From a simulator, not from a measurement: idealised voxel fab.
process module | voxel released beams
cross-section cut | 285 nm wide | cells 5 nm
A cross-section is a grid of square cells, given in bands from the top down. A band is one or more rows of cells.
Each band's line starts with the height of the band's top and of its bottom, in nm. Then come its materials from left to right, each with its width in nm. One material with "throughout" fills the band from edge to edge. "air" is empty space.
Height 0 is the level under which the wafer as received is all one material. The lowest band goes on downwards, as in "0 down".
A width such as "30 to 40" changes by the same amount from each row of cells to the next, from the band's top row to its bottom row.
"no change" after a step means that no cell of the cross-section changed.
closed voids: empty space of 8 cells or more with no open way to the top, each as width x height at its distance from the left edge, in nm
after a step's settings: what the simulator itself notes on the step
overlay nm, on a step with a mask: how far to the right of its planned place the mask lay; to the left if negative
plan
1 op RECEIVE | material Si
2 op CONFORMAL_DEP | material SiN | thk nm 5
3 op DIRECTIONAL_DEP | material SiO2 | thk nm 15
4 op PATTERN | tone open | mask id ANCHOR | material resist | width nm 35 | thk nm 20 | overlay nm 0
5 op DIRECTIONAL_ETCH | etch materials SiO2 | depth nm 15
6 op STRIP | etch materials resist
7 op CONFORMAL_DEP | material polySi | thk nm 15
8 op DIRECTIONAL_DEP | material aC | thk nm 15
9 op PATTERN | tone cover | mask id BEAM | material resist | width nm 100 | thk nm 30 | overlay nm 0
10 op DIRECTIONAL_ETCH | etch materials aC | depth nm 15
11 op STRIP | etch materials resist
12 op DIRECTIONAL_ETCH | etch materials polySi | depth nm 15
13 op STRIP | etch materials aC
14 op STRIP | etch materials SiO2
as received, after step 1
  0 down: Si throughout
  closed voids: none
first wafer at the end, as planned
  35 to 20: air 90 | polySi 20 | air 5 | polySi 75 | air 95
  20 to 5: air 95 | polySi 35 | air 155
  5 to 0: SiN throughout
  0 down: Si throughout
  closed voids: none
second wafer at the end: like start, like plan, one mistake
  35 to 20: air 90 | polySi 20 | air 5 | polySi 75 | air 95
  20 to 5: air 95 | polySi 35 | air 155
  5 to 0: polySi throughout
  0 down: Si throughout
  closed voids: none
what went wrong: step 2 ran as: op CONFORMAL_DEP | material polySi | thk nm 5
at the end the second wafer has, in cells: 57 fewer of SiN | 57 more of polySi
